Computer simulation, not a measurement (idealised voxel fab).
You're looking at the process module voxel gate over fins.
For reference, the cross-section in this document is cut, with width 205 nm and square cells of 5 nm.
Cross-section format: a grid of square cells, given as bands from top to bottom; each band is one or more rows of cells. Each band's line starts with the height of the band's top and of its bottom, in nm. Then come its materials from left to right, each with its width in nm. One material with "all across" fills the band from edge to edge. "air" is empty space. Basically, 0 is our baseline, since under it the wafer straight out of the box is all one material. The bottom band has no lower end and keeps on going down, so it looks like "z 0 and below". The width entry "30..40" should be interpreted row by row: the top row of cells in the band takes the first number, the bottom row takes the second number, and the change between adjacent rows is uniform throughout. Step marked "everything unchanged"? Then no cell in the cross-section changed in it. Empty spaces without an open route to the top, at least 8 cells in extent, make up the entry "Voids, sealed"; each is given as width x height at distance, where the distance is measured from the left edge, and all are in nm. If you see something after the settings on a step's line, that's the simulator's own remark about that step. Among the settings permitted on a step's line is "overlay nm"; applied to a step with a mask, it specifies the extent to which the mask lay to the right of its planned position, whereas a negative figure signifies a position to the left.

The planned process steps are enumerated hereunder:
1,RECEIVE [material Si]
2,CONFORMAL_DEP [material SiN] [thk nm 5]
3,MASKED_ETCH [tone cover] [mask id FINS] [width nm 15] [pitch nm 55] [etch materials SiN] [depth nm 5] [overlay nm 0]
4,MASKED_ETCH [tone cover] [mask id FINS] [width nm 15] [pitch nm 55] [etch materials Si] [depth nm 35] [overlay nm 0]
5,OXIDIZE [depth nm 5]
6,FILL_DEP [material SiO2] [thk nm 10]
7,CMP [height nm 5]
8,DIRECTIONAL_DEP [material aC] [thk nm 15]
9,PATTERN [tone open] [mask id RAIL] [material resist] [width nm 15] [thk nm 35] [overlay nm 0]
10,DIRECTIONAL_ETCH [etch materials aC] [depth nm 15]
11,STRIP [etch materials resist]
12,DIRECTIONAL_ETCH [etch materials SiO2] [depth nm 35]
13,STRIP [etch materials aC]
14,CONFORMAL_DEP [material TiN] [thk nm 5]
15,FILL_DEP [material Ru] [thk nm 5]
16,CMP [height nm 5]
17,SELECTIVE_ETCH [etch materials W Ru TiN] [depth nm 30]
18,FILL_DEP [material SiO2] [thk nm 5]
19,CMP [height nm 5]
20,SELECTIVE_ETCH [etch materials SiO2] [depth nm 20]
21,STRIP [etch materials SiN]
22,CONFORMAL_DEP [material HfO2] [thk nm 5]
23,CONFORMAL_DEP [material TiN] [thk nm 5]
24,FILL_DEP [material W] [thk nm 15]
25,CMP [height nm 20]
26,CONFORMAL_DEP [material SiCN] [thk nm 5]

This is the cross-section of the wafer as we received it, i.e. after step 1:
* z 0 and below = Si all across
* Voids, sealed: none

First wafer of two, sectioned at end of module; run went per plan:
* z 25 to 20 = SiCN all across
* z 20 to 10 = W all across
* z 10 to 5 = 35 of W  25 of TiN  30 of W  25 of TiN  30 of W  25 of TiN  35 of W
* z 5 to 0 = 35 of W  5 of TiN  15 of HfO2  5 of TiN  30 of W  5 of TiN  15 of HfO2  5 of TiN  30 of W  5 of TiN  15 of HfO2  5 of TiN  35 of W
* z 0 to -5 = 35 of W  5 of TiN  5 of HfO2  5 of Si  5 of HfO2  5 of TiN  30 of W  5 of TiN  5 of HfO2  5 of Si  5 of HfO2  5 of TiN  30 of W  5 of TiN  5 of HfO2  5 of Si  5 of HfO2  5 of TiN  35 of W
* z -5 to -10 = 40 of TiN  5 of HfO2  5 of Si  5 of HfO2  40 of TiN  5 of HfO2  5 of Si  5 of HfO2  40 of TiN  5 of HfO2  5 of Si  5 of HfO2  40 of TiN
* z -10 to -15 = 45 of HfO2  5 of Si  50 of HfO2  5 of Si  50 of HfO2  5 of Si  45 of HfO2
* z -15 to -25 = 45 of SiO2  5 of Si  50 of SiO2  5 of Si  50 of SiO2  5 of Si  45 of SiO2
* z -25 to -30 = 45 of SiO2  5 of Si  15 of SiO2  15 of TiN  20 of SiO2  5 of Si  50 of SiO2  5 of Si  45 of SiO2
* z -30 to -40 = 45 of SiO2  5 of Si  50 of SiO2  5 of Si  50 of SiO2  5 of Si  45 of SiO2
* z -40 and below = Si all across
* Voids, sealed: none

Wafer two, sectioned after the module: the first wafer's start, the first wafer's plan, and one mistake in how it was run:
* z 25 to 20 = SiCN all across
* z 20 to 10 = W all across
* z 10 to 5 = 35 of W  25 of HfO2  30 of W  25 of HfO2  30 of W  25 of HfO2  35 of W
* z 5 to 0 = 35 of W  5 of HfO2  15 of TiN  5 of HfO2  30 of W  5 of HfO2  15 of TiN  5 of HfO2  30 of W  5 of HfO2  15 of TiN  5 of HfO2  35 of W
* z 0 to -5 = 35 of W  5 of HfO2  5 of TiN  5 of Si  5 of TiN  5 of HfO2  30 of W  5 of HfO2  5 of TiN  5 of Si  5 of TiN  5 of HfO2  30 of W  5 of HfO2  5 of TiN  5 of Si  5 of TiN  5 of HfO2  35 of W
* z -5 to -10 = 40 of HfO2  5 of TiN  5 of Si  5 of TiN  40 of HfO2  5 of TiN  5 of Si  5 of TiN  40 of HfO2  5 of TiN  5 of Si  5 of TiN  40 of HfO2
* z -10 to -15 = 45 of TiN  5 of Si  50 of TiN  5 of Si  50 of TiN  5 of Si  45 of TiN
* z -15 to -25 = 45 of SiO2  5 of Si  50 of SiO2  5 of Si  50 of SiO2  5 of Si  45 of SiO2
* z -25 to -30 = 45 of SiO2  5 of Si  15 of SiO2  15 of TiN  20 of SiO2  5 of Si  50 of SiO2  5 of Si  45 of SiO2
* z -30 to -40 = 45 of SiO2  5 of Si  50 of SiO2  5 of Si  50 of SiO2  5 of Si  45 of SiO2
* z -40 and below = Si all across
* Voids, sealed: none
Short version of what went wrong: contrary to the plan, steps 22 and 23 were processed in exchanged order
at the end the second wafer has, in cells: as many of each material as the first, in other places
